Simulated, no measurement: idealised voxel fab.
process module | voxel wiring stack
cross-section cut | 260 nm wide | cells 5 nm
A cross-section is a grid of square cells, given in bands from the top down. A band is one or more rows of cells.
Each band's line starts with the height of the band's top and of its bottom, in nm. Then come its materials from left to right, each with its width in nm. One material with "throughout" fills the band from edge to edge. "air" is empty space.
Height 0 is the level under which the wafer as received is all one material. The lowest band goes on downwards, as in "0 down".
A width such as "30 to 40" changes by the same amount from each row of cells to the next, from the band's top row to its bottom row.
"no change" after a step means that no cell of the cross-section changed.
closed voids: empty space of 8 cells or more with no open way to the top, each as width x height at its distance from the left edge, in nm
after a step's settings: what the simulator itself notes on the step
overlay nm, on a step with a mask: how far to the right of its planned place the mask lay; to the left if negative
Each pair below shows a cross-section before one step and the cross-section after it, down to the lowest band that changed. The line under each pair gives the step between them, with its settings. The pairs can come from different runs of this module on the same starting wafer, so a pair continues from the pair above only where its "before" says so.
before
  130 to 100: resist 95 | air 15 | resist 30 | air 15 | resist 105
  100 to 90: aC throughout
  90 to 80: lowk throughout
  80 to 75: SiCN throughout
  75 to 60: lowk 95 | TiN 5 | Ru 15 | TiN 5 | lowk 20 | TiN 5 | Ru 15 | TiN 5 | lowk 95
  60 to 55: lowk 95 | TiN 5 | Ru 5 | TiN 15 | lowk 20 | TiN 5 | Ru 5 | TiN 15 | lowk 95
  55 to 45: lowk 95 | TiN 5 | Ru 5 | TiN 5 | lowk 30 | TiN 5 | Ru 5 | TiN 5 | lowk 105
  45 to 40: SiCN 95 | TiN 15 | SiCN 30 | TiN 15 | SiCN 105
  40 to 35: lowk throughout
  35 to 10: lowk 95 | Ru 25 | lowk 20 | Ru 25 | lowk 95
  10 to 5: lowk 95 | TiN 25 | lowk 20 | TiN 25 | lowk 95
  5 to 0: SiO2 throughout
  0 down: Si throughout
  closed voids: none
after
  120 to 100: resist 95 | air 15 | resist 30 | air 15 | resist 105
  100 to 90: aC 95 | air 15 | aC 30 | air 15 | aC 105
  below 90: unchanged
  closed voids: none
the step between: op DIRECTIONAL_ETCH | etch materials aC | depth nm 10
before: the cross-section after the pair above
after
  100 to 90: aC 95 | air 15 | aC 30 | air 15 | aC 105
  below 90: unchanged
  closed voids: none
the step between: op STRIP | etch materials resist
before: the cross-section after the pair above
after
  100 to 90: aC 95 | air 15 | aC 30 | air 15 | aC 105
  90 to 80: lowk 95 | air 15 | lowk 30 | air 15 | lowk 105
  below 80: unchanged
  closed voids: none
the step between: op DIRECTIONAL_ETCH | etch materials lowk | depth nm 10
before: the cross-section after the pair above
after
  100 to 90: aC 95 | air 15 | aC 30 | air 15 | aC 105
  90 to 80: lowk 95 | air 15 | lowk 30 | air 15 | lowk 105
  80 to 75: SiCN 95 | air 15 | SiCN 30 | air 15 | SiCN 105
  below 75: unchanged
  closed voids: none
the step between: op DIRECTIONAL_ETCH | etch materials SiCN | depth nm 5
before: the cross-section after the pair above
after
  90 to 80: lowk 95 | air 15 | lowk 30 | air 15 | lowk 105
  below 80: unchanged
  closed voids: none
the step between: op STRIP | etch materials aC
before: the cross-section after the pair above
after
  90 to 85: lowk 95 | air 15 | lowk 30 | air 15 | lowk 105
  85 to 80: lowk 95 | Ru 15 | lowk 30 | Ru 15 | lowk 105
  80 to 75: SiCN 95 | Ru 15 | SiCN 30 | Ru 15 | SiCN 105
  below 75: unchanged
  closed voids: none
the step between: op EPI | material Ru | thk nm 10
before: the cross-section after the pair above
after
  90 to 80: lowk 95 | Ru 15 | lowk 30 | Ru 15 | lowk 105
  below 80: unchanged
  closed voids: none
the step between: op EPI | material Ru | thk nm 5
before: the cross-section after the pair above
after
  95 to 90: TiN throughout
  below 90: unchanged
  closed voids: none
the step between: op DIRECTIONAL_DEP | material TiN | thk nm 5
before: the cross-section after the pair above
after
  120 to 95: W throughout
  below 95: unchanged
  closed voids: none
the step between: op DIRECTIONAL_DEP | material W | thk nm 25
before: the cross-section after the pair above
after
  140 to 120: air 95 | resist 25 | air 20 | resist 25 | air 95
  below 120: unchanged
  closed voids: none
the step between: op PATTERN | tone cover | mask id METAL_3 | material resist | width nm 25 | pitch nm 45 | thk nm 20 | overlay nm 0
before: the cross-section after the pair above
after
  140 to 120: air 95 | resist 25 | air 20 | resist 25 | air 95
  120 to 95: air 95 | W 25 | air 20 | W 25 | air 95
  below 95: unchanged
  closed voids: none
the step between: op DIRECTIONAL_ETCH | etch materials W | depth nm 25
before: the cross-section after the pair above
after
  140 to 120: air 95 | resist 25 | air 20 | resist 25 | air 95
  120 to 95: air 95 | W 25 | air 20 | W 25 | air 95
  95 to 90: air 95 | TiN 25 | air 20 | TiN 25 | air 95
  below 90: unchanged
  closed voids: none
the step between: op DIRECTIONAL_ETCH | etch materials TiN | depth nm 5
before: the cross-section after the pair above
after
  120 to 95: air 95 | W 25 | air 20 | W 25 | air 95
  below 95: unchanged
  closed voids: none
the step between: op STRIP | etch materials resist
before: the cross-section after the pair above
after
  130 to 120: lowk throughout
  120 to 95: lowk 95 | W 25 | lowk 20 | W 25 | lowk 95
  95 to 90: lowk 95 | TiN 25 | lowk 20 | TiN 25 | lowk 95
  below 90: unchanged
  closed voids: none
the step between: op FILL_DEP | material lowk | thk nm 10
before: the cross-section after the pair above
after
  120 to 95: lowk 95 | W 25 | lowk 20 | W 25 | lowk 95
  below 95: unchanged
  closed voids: none
the step between: op CMP | height nm 120
before: the cross-section after the pair above
after
  125 to 120: SiN throughout
  below 120: unchanged
  closed voids: none
the step between: op CONFORMAL_DEP | material SiN | thk nm 5
before
  100 to 90: aC throughout
  90 to 80: lowk throughout
  80 to 75: SiCN throughout
  75 to 60: lowk 95 | TiN 5 | Ru 15 | TiN 5 | lowk 20 | TiN 5 | Ru 15 | TiN 5 | lowk 95
  60 to 55: lowk 95 | TiN 5 | Ru 5 | TiN 15 | lowk 20 | TiN 5 | Ru 5 | TiN 15 | lowk 95
  55 to 45: lowk 95 | TiN 5 | Ru 5 | TiN 5 | lowk 30 | TiN 5 | Ru 5 | TiN 5 | lowk 105
  45 to 40: SiCN 95 | TiN 15 | SiCN 30 | TiN 15 | SiCN 105
  40 to 15: lowk 95 | Ru 25 | lowk 20 | Ru 25 | lowk 95
  15 to 10: lowk 95 | TiN 25 | lowk 20 | TiN 25 | lowk 95
  10 to 0: SiO2 throughout
  0 down: Si throughout
  closed voids: none
after
  130 to 100: resist 90 | air 25 | resist 20 | air 25 | resist 100
  below 100: unchanged
  closed voids: none
the step between: op PATTERN | tone open | mask id PLUG_2 | material resist | width nm 25 | pitch nm 45 | thk nm 30 | overlay nm 0
before: the cross-section after the pair above
after
  120 to 100: resist 90 | air 25 | resist 20 | air 25 | resist 100
  100 to 90: aC 90 | air 25 | aC 20 | air 25 | aC 100
  below 90: unchanged
  closed voids: none
the step between: op DIRECTIONAL_ETCH | etch materials aC | depth nm 10
before: the cross-section after the pair above
after
  100 to 90: aC 90 | air 25 | aC 20 | air 25 | aC 100
  below 90: unchanged
  closed voids: none
the step between: op STRIP | etch materials resist
before: the cross-section after the pair above
after
  100 to 90: aC 90 | air 25 | aC 20 | air 25 | aC 100
  90 to 80: lowk 90 | air 25 | lowk 20 | air 25 | lowk 100
  below 80: unchanged
  closed voids: none
the step between: op DIRECTIONAL_ETCH | etch materials lowk | depth nm 10
before: the cross-section after the pair above
after
  100 to 90: aC 90 | air 25 | aC 20 | air 25 | aC 100
  90 to 80: lowk 90 | air 25 | lowk 20 | air 25 | lowk 100
  80 to 75: SiCN 90 | air 25 | SiCN 20 | air 25 | SiCN 100
  below 75: unchanged
  closed voids: none
the step between: op DIRECTIONAL_ETCH | etch materials SiCN | depth nm 5
before: the cross-section after the pair above
after
  90 to 80: lowk 90 | air 25 | lowk 20 | air 25 | lowk 100
  below 80: unchanged
  closed voids: none
the step between: op STRIP | etch materials aC
before: the cross-section after the pair above
after
  90 to 85: lowk 90 | air 25 | lowk 20 | air 25 | lowk 100
  85 to 80: lowk 90 | Ru 25 | lowk 20 | Ru 25 | lowk 100
  80 to 75: SiCN 90 | Ru 25 | SiCN 20 | Ru 25 | SiCN 100
  below 75: unchanged
  closed voids: none
the step between: op EPI | material Ru | thk nm 10
before: the cross-section after the pair above
after
  90 to 80: lowk 90 | Ru 25 | lowk 20 | Ru 25 | lowk 100
  below 80: unchanged
  closed voids: none
the step between: op EPI | material Ru | thk nm 5
before: the cross-section after the pair above
after
  95 to 90: TiN throughout
  below 90: unchanged
  closed voids: none
the step between: op DIRECTIONAL_DEP | material TiN | thk nm 5
before: the cross-section after the pair above
after
  120 to 95: W throughout
  below 95: unchanged
  closed voids: none
the step between: op DIRECTIONAL_DEP | material W | thk nm 25
before: the cross-section after the pair above
after
  140 to 120: air 95 | resist 25 | air 20 | resist 25 | air 95
  below 120: unchanged
  closed voids: none
the step between: op PATTERN | tone cover | mask id METAL_3 | material resist | width nm 25 | pitch nm 45 | thk nm 20 | overlay nm 0
before: the cross-section after the pair above
after
  140 to 120: air 95 | resist 25 | air 20 | resist 25 | air 95
  120 to 95: air 95 | W 25 | air 20 | W 25 | air 95
  below 95: unchanged
  closed voids: none
the step between: op DIRECTIONAL_ETCH | etch materials W | depth nm 25
before: the cross-section after the pair above
after
  140 to 120: air 95 | resist 25 | air 20 | resist 25 | air 95
  120 to 95: air 95 | W 25 | air 20 | W 25 | air 95
  95 to 90: air 95 | TiN 25 | air 20 | TiN 25 | air 95
  below 90: unchanged
  closed voids: none
the step between: op DIRECTIONAL_ETCH | etch materials TiN | depth nm 5
before: the cross-section after the pair above
after
  120 to 95: air 95 | W 25 | air 20 | W 25 | air 95
  below 95: unchanged
  closed voids: none
the step between: op STRIP | etch materials resist
before: the cross-section after the pair above
after
  130 to 120: lowk throughout
  120 to 95: lowk 95 | W 25 | lowk 20 | W 25 | lowk 95
  95 to 90: lowk 95 | TiN 25 | lowk 20 | TiN 25 | lowk 95
  below 90: unchanged
  closed voids: none
the step between: op FILL_DEP | material lowk | thk nm 10
before: the cross-section after the pair above
after
  120 to 95: lowk 95 | W 25 | lowk 20 | W 25 | lowk 95
  below 95: unchanged
  closed voids: none
the step between: op CMP | height nm 120
before: the cross-section after the pair above
after
  125 to 120: SiN throughout
  below 120: unchanged
  closed voids: none
the step between: op CONFORMAL_DEP | material SiN | thk nm 5
before
  75 to 55: lowk 95 | air 25 | lowk 20 | air 25 | lowk 95
  55 to 45: lowk throughout
  45 to 40: SiCN throughout
  40 to 15: lowk 95 | Ru 25 | lowk 20 | Ru 25 | lowk 95
  15 to 10: lowk 95 | TiN 25 | lowk 20 | TiN 25 | lowk 95
  10 to 0: SiO2 throughout
  0 down: Si throughout
  closed voids: none
after
  90 to 75: resist 90 | air 15 | resist 30 | air 15 | resist 110
  75 to 55: lowk 95 | air 10 | resist 15 | lowk 20 | air 10 | resist 15 | lowk 95
  below 55: unchanged
  closed voids: none
the step between: op PATTERN | tone open | mask id METAL_2_HOLES | material resist | width nm 15 | pitch nm 45 | thk nm 15 | overlay nm -5
before: the cross-section after the pair above
after
  90 to 75: resist 90 | air 15 | resist 30 | air 15 | resist 110
  75 to 65: lowk 90 | air 15 | resist 15 | lowk 15 | air 15 | resist 15 | lowk 95
  65 to 55: lowk 95 | air 10 | resist 15 | lowk 20 | air 10 | resist 15 | lowk 95
  55 to 45: lowk 95 | air 10 | lowk 35 | air 10 | lowk 110
  below 45: unchanged
  closed voids: none
the step between: op DIRECTIONAL_ETCH | etch materials lowk | depth nm 10
before: the cross-section after the pair above
after
  90 to 75: resist 90 | air 15 | resist 30 | air 15 | resist 110
  75 to 65: lowk 90 | air 15 | resist 15 | lowk 15 | air 15 | resist 15 | lowk 95
  65 to 55: lowk 95 | air 10 | resist 15 | lowk 20 | air 10 | resist 15 | lowk 95
  55 to 45: lowk 95 | air 10 | lowk 35 | air 10 | lowk 110
  45 to 40: SiCN 95 | air 10 | SiCN 35 | air 10 | SiCN 110
  below 40: unchanged
  closed voids: none
the step between: op DIRECTIONAL_ETCH | etch materials SiCN | depth nm 5
before: the cross-section after the pair above
after
  75 to 65: lowk 90 | air 30 | lowk 15 | air 30 | lowk 95
  65 to 55: lowk 95 | air 25 | lowk 20 | air 25 | lowk 95
  below 55: unchanged
  closed voids: none
the step between: op STRIP | etch materials resist
before: the cross-section after the pair above
after
  80 to 75: TiN 95 | air 20 | TiN 25 | air 20 | TiN 100
  75 to 65: lowk 90 | TiN 5 to 10 | air 20 to 15 | TiN 5 | lowk 15 | TiN 5 to 10 | air 20 to 15 | TiN 5 | lowk 95
  65 to 60: lowk 95 | TiN 5 | air 15 | TiN 5 | lowk 20 | TiN 5 | air 15 | TiN 5 | lowk 95
  60 to 55: lowk 95 | TiN 25 | lowk 20 | TiN 25 | lowk 95
  55 to 45: lowk 95 | TiN 10 | lowk 35 | TiN 10 | lowk 110
  45 to 40: SiCN 95 | TiN 10 | SiCN 35 | TiN 10 | SiCN 110
  below 40: unchanged
  closed voids: none
the step between: op CONFORMAL_DEP | material TiN | thk nm 5
before: the cross-section after the pair above
after
  85 to 80: Ru throughout
  80 to 75: TiN 95 | Ru 20 | TiN 25 | Ru 20 | TiN 100
  75 to 65: lowk 90 | TiN 5 to 10 | Ru 20 to 15 | TiN 5 | lowk 15 | TiN 5 to 10 | Ru 20 to 15 | TiN 5 | lowk 95
  65 to 60: lowk 95 | TiN 5 | Ru 15 | TiN 5 | lowk 20 | TiN 5 | Ru 15 | TiN 5 | lowk 95
  below 60: unchanged
  closed voids: none
the step between: op FILL_DEP | material Ru | thk nm 5
before: the cross-section after the pair above
after
  75 to 65: lowk 90 | TiN 5 to 10 | Ru 20 to 15 | TiN 5 | lowk 15 | TiN 5 to 10 | Ru 20 to 15 | TiN 5 | lowk 95
  below 65: unchanged
  closed voids: none
the step between: op CMP | height nm 75
before: the cross-section after the pair above
after
  80 to 75: SiCN throughout
  below 75: unchanged
  closed voids: none
the step between: op CONFORMAL_DEP | material SiCN | thk nm 5
before: the cross-section after the pair above
after
  90 to 80: lowk throughout
  below 80: unchanged
  closed voids: none
the step between: op DIRECTIONAL_DEP | material lowk | thk nm 10
before: the cross-section after the pair above
after
  100 to 90: aC throughout
  below 90: unchanged
  closed voids: none
the step between: op DIRECTIONAL_DEP | material aC | thk nm 10
before: the cross-section after the pair above
after
  130 to 100: resist 95 | air 15 | resist 30 | air 15 | resist 105
  below 100: unchanged
  closed voids: none
the step between: op PATTERN | tone open | mask id PLUG_2 | material resist | width nm 15 | pitch nm 45 | thk nm 30 | overlay nm 0
before: the cross-section after the pair above
after
  120 to 100: resist 95 | air 15 | resist 30 | air 15 | resist 105
  100 to 90: aC 95 | air 15 | aC 30 | air 15 | aC 105
  below 90: unchanged
  closed voids: none
the step between: op DIRECTIONAL_ETCH | etch materials aC | depth nm 10
before: the cross-section after the pair above
after
  100 to 90: aC 95 | air 15 | aC 30 | air 15 | aC 105
  below 90: unchanged
  closed voids: none
the step between: op STRIP | etch materials resist
before: the cross-section after the pair above
after
  100 to 90: aC 95 | air 15 | aC 30 | air 15 | aC 105
  90 to 80: lowk 95 | air 15 | lowk 30 | air 15 | lowk 105
  below 80: unchanged
  closed voids: none
the step between: op DIRECTIONAL_ETCH | etch materials lowk | depth nm 10
before: the cross-section after the pair above
after
  100 to 90: aC 95 | air 15 | aC 30 | air 15 | aC 105
  90 to 80: lowk 95 | air 15 | lowk 30 | air 15 | lowk 105
  80 to 75: SiCN 95 | air 15 | SiCN 30 | air 15 | SiCN 105
  below 75: unchanged
  closed voids: none
the step between: op DIRECTIONAL_ETCH | etch materials SiCN | depth nm 5
before: the cross-section after the pair above
after
  90 to 80: lowk 95 | air 15 | lowk 30 | air 15 | lowk 105
  below 80: unchanged
  closed voids: none
the step between: op STRIP | etch materials aC
before: the cross-section after the pair above
after
  90 to 85: lowk 95 | air 15 | lowk 30 | air 15 | lowk 105
  85 to 80: lowk 95 | Ru 15 | lowk 30 | Ru 15 | lowk 105
  80 to 75: SiCN 95 | Ru 15 | SiCN 30 | Ru 15 | SiCN 105
  below 75: unchanged
  closed voids: none
the step between: op EPI | material Ru | thk nm 10
before: the cross-section after the pair above
after
  90 to 80: lowk 95 | Ru 15 | lowk 30 | Ru 15 | lowk 105
  below 80: unchanged
  closed voids: none
the step between: op EPI | material Ru | thk nm 5
before: the cross-section after the pair above
after
  95 to 90: TiN throughout
  below 90: unchanged
  closed voids: none
the step between: op DIRECTIONAL_DEP | material TiN | thk nm 5
before: the cross-section after the pair above
after
  120 to 95: W throughout
  below 95: unchanged
  closed voids: none
the step between: op DIRECTIONAL_DEP | material W | thk nm 25
before: the cross-section after the pair above
after
  140 to 120: air 95 | resist 25 | air 20 | resist 25 | air 95
  below 120: unchanged
  closed voids: none
the step between: op PATTERN | tone cover | mask id METAL_3 | material resist | width nm 25 | pitch nm 45 | thk nm 20 | overlay nm 0
before: the cross-section after the pair above
after
  140 to 120: air 95 | resist 25 | air 20 | resist 25 | air 95
  120 to 95: air 95 | W 25 | air 20 | W 25 | air 95
  below 95: unchanged
  closed voids: none
the step between: op DIRECTIONAL_ETCH | etch materials W | depth nm 25
before: the cross-section after the pair above
after
  140 to 120: air 95 | resist 25 | air 20 | resist 25 | air 95
  120 to 95: air 95 | W 25 | air 20 | W 25 | air 95
  95 to 90: air 95 | TiN 25 | air 20 | TiN 25 | air 95
  below 90: unchanged
  closed voids: none
the step between: op DIRECTIONAL_ETCH | etch materials TiN | depth nm 5
before: the cross-section after the pair above
after
  120 to 95: air 95 | W 25 | air 20 | W 25 | air 95
  below 95: unchanged
  closed voids: none
the step between: op STRIP | etch materials resist
before: the cross-section after the pair above
after
  130 to 120: lowk throughout
  120 to 95: lowk 95 | W 25 | lowk 20 | W 25 | lowk 95
  95 to 90: lowk 95 | TiN 25 | lowk 20 | TiN 25 | lowk 95
  below 90: unchanged
  closed voids: none
the step between: op FILL_DEP | material lowk | thk nm 10
before: the cross-section after the pair above
after
  120 to 95: lowk 95 | W 25 | lowk 20 | W 25 | lowk 95
  below 95: unchanged
  closed voids: none
the step between: op CMP | height nm 120
before: the cross-section after the pair above
after
  125 to 120: SiN throughout
  below 120: unchanged
  closed voids: none
the step between: op CONFORMAL_DEP | material SiN | thk nm 5
before
  75 to 60: lowk 95 | TiN 5 | Ru 15 | TiN 5 | lowk 20 | TiN 5 | Ru 15 | TiN 5 | lowk 95
  60 to 55: lowk 95 | TiN 5 | Ru 5 | TiN 15 | lowk 20 | TiN 5 | Ru 5 | TiN 15 | lowk 95
  55 to 45: lowk 95 | TiN 5 | Ru 5 | TiN 5 | lowk 30 | TiN 5 | Ru 5 | TiN 5 | lowk 105
  45 to 40: SiCN 95 | TiN 15 | SiCN 30 | TiN 15 | SiCN 105
  40 to 15: lowk 95 | Ru 25 | lowk 20 | Ru 25 | lowk 95
  15 to 10: lowk 95 | TiN 25 | lowk 20 | TiN 25 | lowk 95
  10 to 0: SiO2 throughout
  0 down: Si throughout
  closed voids: none
after
  80 to 75: lowk throughout
  below 75: unchanged
  closed voids: none
the step between: op CONFORMAL_DEP | material lowk | thk nm 5
before: the cross-section after the pair above
after
  90 to 75: lowk throughout
  below 75: unchanged
  closed voids: none
the step between: op DIRECTIONAL_DEP | material lowk | thk nm 10
before: the cross-section after the pair above
after
  100 to 90: aC throughout
  below 90: unchanged
  closed voids: none
the step between: op DIRECTIONAL_DEP | material aC | thk nm 10
before: the cross-section after the pair above
after
  130 to 100: resist 95 | air 15 | resist 30 | air 15 | resist 105
  below 100: unchanged
  closed voids: none
the step between: op PATTERN | tone open | mask id PLUG_2 | material resist | width nm 15 | pitch nm 45 | thk nm 30 | overlay nm 0
before: the cross-section after the pair above
after
  120 to 100: resist 95 | air 15 | resist 30 | air 15 | resist 105
  100 to 90: aC 95 | air 15 | aC 30 | air 15 | aC 105
  below 90: unchanged
  closed voids: none
the step between: op DIRECTIONAL_ETCH | etch materials aC | depth nm 10
before: the cross-section after the pair above
after
  100 to 90: aC 95 | air 15 | aC 30 | air 15 | aC 105
  below 90: unchanged
  closed voids: none
the step between: op STRIP | etch materials resist
before: the cross-section after the pair above
after
  100 to 90: aC 95 | air 15 | aC 30 | air 15 | aC 105
  90 to 80: lowk 95 | air 15 | lowk 30 | air 15 | lowk 105
  below 80: unchanged
  closed voids: none
the step between: op DIRECTIONAL_ETCH | etch materials lowk | depth nm 10
before: the cross-section after the pair above
after
  90 to 80: lowk 95 | air 15 | lowk 30 | air 15 | lowk 105
  below 80: unchanged
  closed voids: none
the step between: op STRIP | etch materials aC
before: the cross-section after the pair above
after
  95 to 90: TiN 95 | air 15 | TiN 30 | air 15 | TiN 105
  90 to 85: lowk 95 | air 15 | lowk 30 | air 15 | lowk 105
  85 to 80: lowk 95 | TiN 15 | lowk 30 | TiN 15 | lowk 105
  below 80: unchanged
  closed voids: none
the step between: op DIRECTIONAL_DEP | material TiN | thk nm 5
before: the cross-section after the pair above
after
  120 to 110: W 95 | air 15 | W 30 | air 15 | W 105
  110 to 95: W throughout
  95 to 90: TiN 95 | W 15 | TiN 30 | W 15 | TiN 105
  90 to 85: lowk 95 | W 15 | lowk 30 | W 15 | lowk 105
  below 85: unchanged
  closed voids: none
the step between: op DIRECTIONAL_DEP | material W | thk nm 25
before: the cross-section after the pair above
after
  140 to 120: air 95 | resist 25 | air 20 | resist 25 | air 95
  120 to 110: W 95 | resist 15 | W 30 | resist 15 | W 105
  below 110: unchanged
  closed voids: none
the step between: op PATTERN | tone cover | mask id METAL_3 | material resist | width nm 25 | pitch nm 45 | thk nm 20 | overlay nm 0
before: the cross-section after the pair above
after
  140 to 120: air 95 | resist 25 | air 20 | resist 25 | air 95
  120 to 110: air 95 | resist 15 | W 10 | air 20 | resist 15 | W 10 | air 95
  110 to 95: air 95 | W 25 | air 20 | W 25 | air 95
  below 95: unchanged
  closed voids: none
the step between: op DIRECTIONAL_ETCH | etch materials W | depth nm 25
before: the cross-section after the pair above
after
  140 to 120: air 95 | resist 25 | air 20 | resist 25 | air 95
  120 to 110: air 95 | resist 15 | W 10 | air 20 | resist 15 | W 10 | air 95
  110 to 95: air 95 | W 25 | air 20 | W 25 | air 95
  95 to 90: air 95 | W 15 | TiN 10 | air 20 | W 15 | TiN 10 | air 95
  below 90: unchanged
  closed voids: none
the step between: op DIRECTIONAL_ETCH | etch materials TiN | depth nm 5
before: the cross-section after the pair above
after
  120 to 110: air 110 | W 10 | air 35 | W 10 | air 95
  below 110: unchanged
  closed voids: none
the step between: op STRIP | etch materials resist
before: the cross-section after the pair above
after
  130 to 120: lowk throughout
  120 to 110: lowk 110 | W 10 | lowk 35 | W 10 | lowk 95
  110 to 95: lowk 95 | W 25 | lowk 20 | W 25 | lowk 95
  95 to 90: lowk 95 | W 15 | TiN 10 | lowk 20 | W 15 | TiN 10 | lowk 95
  below 90: unchanged
  closed voids: none
the step between: op FILL_DEP | material lowk | thk nm 10
before: the cross-section after the pair above
after
  120 to 110: lowk 110 | W 10 | lowk 35 | W 10 | lowk 95
  below 110: unchanged
  closed voids: none
the step between: op CMP | height nm 120
before: the cross-section after the pair above
after
  125 to 120: SiN throughout
  below 120: unchanged
  closed voids: none
the step between: op CONFORMAL_DEP | material SiN | thk nm 5
before
  40 to 15: Ru throughout
  15 to 10: TiN throughout
  10 to 0: SiO2 throughout
  0 down: Si throughout
  closed voids: none
after
  40 to 15: Ru 95 | air 25 | Ru 20 | air 25 | Ru 95
  below 15: unchanged
  closed voids: none
the step between: op MASKED_ETCH | tone open | mask id METAL_1 | width nm 25 | pitch nm 45 | etch materials Ru | depth nm 25 | overlay nm 0
before: the cross-section after the pair above
after
  50 to 40: lowk throughout
  40 to 15: Ru 95 | lowk 25 | Ru 20 | lowk 25 | Ru 95
  below 15: unchanged
  closed voids: none
the step between: op FILL_DEP | material lowk | thk nm 10
before: the cross-section after the pair above
after
  40 to 15: Ru 95 | lowk 25 | Ru 20 | lowk 25 | Ru 95
  below 15: unchanged
  closed voids: none
the step between: op CMP | height nm 40
before: the cross-section after the pair above
after
  45 to 40: SiCN throughout
  below 40: unchanged
  closed voids: none
the step between: op CONFORMAL_DEP | material SiCN | thk nm 5
before: the cross-section after the pair above
after
  75 to 45: lowk throughout
  below 45: unchanged
  closed voids: none
the step between: op DIRECTIONAL_DEP | material lowk | thk nm 30
before: the cross-section after the pair above
after
  95 to 75: resist 95 | air 25 | resist 20 | air 25 | resist 95
  below 75: unchanged
  closed voids: none
the step between: op PATTERN | tone open | mask id METAL_2 | material resist | width nm 25 | pitch nm 45 | thk nm 20 | overlay nm 0
before: the cross-section after the pair above
after
  95 to 75: resist 95 | air 25 | resist 20 | air 25 | resist 95
  75 to 55: lowk 95 | air 25 | lowk 20 | air 25 | lowk 95
  below 55: unchanged
  closed voids: none
the step between: op DIRECTIONAL_ETCH | etch materials lowk | depth nm 20
before: the cross-section after the pair above
after
  75 to 55: lowk 95 | air 25 | lowk 20 | air 25 | lowk 95
  below 55: unchanged
  closed voids: none
the step between: op STRIP | etch materials resist
before: the cross-section after the pair above
after
  90 to 75: resist 95 | air 15 | resist 30 | air 15 | resist 105
  75 to 55: lowk 95 | air 15 | resist 10 | lowk 20 | air 15 | resist 10 | lowk 95
  below 55: unchanged
  closed voids: none
the step between: op PATTERN | tone open | mask id METAL_2_HOLES | material resist | width nm 15 | pitch nm 45 | thk nm 15 | overlay nm 0
before: the cross-section after the pair above
after
  90 to 75: resist 95 | air 15 | resist 30 | air 15 | resist 105
  75 to 55: lowk 95 | air 15 | resist 10 | lowk 20 | air 15 | resist 10 | lowk 95
  55 to 45: lowk 95 | air 15 | lowk 30 | air 15 | lowk 105
  below 45: unchanged
  closed voids: none
the step between: op DIRECTIONAL_ETCH | etch materials lowk | depth nm 10
before: the cross-section after the pair above
after
  90 to 75: resist 95 | air 15 | resist 30 | air 15 | resist 105
  75 to 55: lowk 95 | air 15 | resist 10 | lowk 20 | air 15 | resist 10 | lowk 95
  55 to 45: lowk 95 | air 15 | lowk 30 | air 15 | lowk 105
  45 to 40: SiCN 95 | air 15 | SiCN 30 | air 15 | SiCN 105
  below 40: unchanged
  closed voids: none
the step between: op DIRECTIONAL_ETCH | etch materials SiCN | depth nm 5
before: the cross-section after the pair above
after
  75 to 55: lowk 95 | air 25 | lowk 20 | air 25 | lowk 95
  below 55: unchanged
  closed voids: none
the step between: op STRIP | etch materials resist
before: the cross-section after the pair above
after
  80 to 75: TiN 100 | air 15 | TiN 30 | air 15 | TiN 100
  75 to 60: lowk 95 | TiN 5 | air 15 | TiN 5 | lowk 20 | TiN 5 | air 15 | TiN 5 | lowk 95
  60 to 55: lowk 95 | TiN 5 | air 5 | TiN 15 | lowk 20 | TiN 5 | air 5 | TiN 15 | lowk 95
  55 to 45: lowk 95 | TiN 5 | air 5 | TiN 5 | lowk 30 | TiN 5 | air 5 | TiN 5 | lowk 105
  45 to 40: SiCN 95 | TiN 15 | SiCN 30 | TiN 15 | SiCN 105
  below 40: unchanged
  closed voids: none
the step between: op CONFORMAL_DEP | material TiN | thk nm 5
before: the cross-section after the pair above
after
  85 to 80: Ru throughout
  80 to 75: TiN 100 | Ru 15 | TiN 30 | Ru 15 | TiN 100
  75 to 60: lowk 95 | TiN 5 | Ru 15 | TiN 5 | lowk 20 | TiN 5 | Ru 15 | TiN 5 | lowk 95
  60 to 55: lowk 95 | TiN 5 | Ru 5 | TiN 15 | lowk 20 | TiN 5 | Ru 5 | TiN 15 | lowk 95
  55 to 45: lowk 95 | TiN 5 | Ru 5 | TiN 5 | lowk 30 | TiN 5 | Ru 5 | TiN 5 | lowk 105
  below 45: unchanged
  closed voids: none
the step between: op FILL_DEP | material Ru | thk nm 5
before: the cross-section after the pair above
after
  75 to 60: lowk 95 | TiN 5 | Ru 15 | TiN 5 | lowk 20 | TiN 5 | Ru 15 | TiN 5 | lowk 95
  below 60: unchanged
  closed voids: none
the step between: op CMP | height nm 75
before: the cross-section after the pair above
after
  80 to 75: SiCN throughout
  below 75: unchanged
  closed voids: none
the step between: op CONFORMAL_DEP | material SiCN | thk nm 5
before: the cross-section after the pair above
after
  90 to 80: lowk throughout
  below 80: unchanged
  closed voids: none
the step between: op DIRECTIONAL_DEP | material lowk | thk nm 10
before: the cross-section after the pair above
after
  100 to 90: aC throughout
  below 90: unchanged
  closed voids: none
the step between: op DIRECTIONAL_DEP | material aC | thk nm 10
before: the cross-section after the pair above
after
  130 to 100: resist 95 | air 15 | resist 30 | air 15 | resist 105
  below 100: unchanged
  closed voids: none
the step between: op PATTERN | tone open | mask id PLUG_2 | material resist | width nm 15 | pitch nm 45 | thk nm 30 | overlay nm 0
before: the cross-section after the pair above
after
  120 to 100: resist 95 | air 15 | resist 30 | air 15 | resist 105
  100 to 90: aC 95 | air 15 | aC 30 | air 15 | aC 105
  below 90: unchanged
  closed voids: none
the step between: op DIRECTIONAL_ETCH | etch materials aC | depth nm 10
before: the cross-section after the pair above
after
  100 to 90: aC 95 | air 15 | aC 30 | air 15 | aC 105
  below 90: unchanged
  closed voids: none
the step between: op STRIP | etch materials resist
before: the cross-section after the pair above
after
  100 to 90: aC 95 | air 15 | aC 30 | air 15 | aC 105
  90 to 80: lowk 95 | air 15 | lowk 30 | air 15 | lowk 105
  below 80: unchanged
  closed voids: none
the step between: op DIRECTIONAL_ETCH | etch materials lowk | depth nm 10
before: the cross-section after the pair above
after
  100 to 90: aC 95 | air 15 | aC 30 | air 15 | aC 105
  90 to 80: lowk 95 | air 15 | lowk 30 | air 15 | lowk 105
  80 to 75: SiCN 95 | air 15 | SiCN 30 | air 15 | SiCN 105
  below 75: unchanged
  closed voids: none
the step between: op DIRECTIONAL_ETCH | etch materials SiCN | depth nm 5
before: the cross-section after the pair above
after
  90 to 80: lowk 95 | air 15 | lowk 30 | air 15 | lowk 105
  below 80: unchanged
  closed voids: none
the step between: op STRIP | etch materials aC
before: the cross-section after the pair above
after
  90 to 85: lowk 95 | air 15 | lowk 30 | air 15 | lowk 105
  85 to 80: lowk 95 | Ru 15 | lowk 30 | Ru 15 | lowk 105
  80 to 75: SiCN 95 | Ru 15 | SiCN 30 | Ru 15 | SiCN 105
  below 75: unchanged
  closed voids: none
the step between: op EPI | material Ru | thk nm 10
before: the cross-section after the pair above
after
  90 to 80: lowk 95 | Ru 15 | lowk 30 | Ru 15 | lowk 105
  below 80: unchanged
  closed voids: none
the step between: op EPI | material Ru | thk nm 5
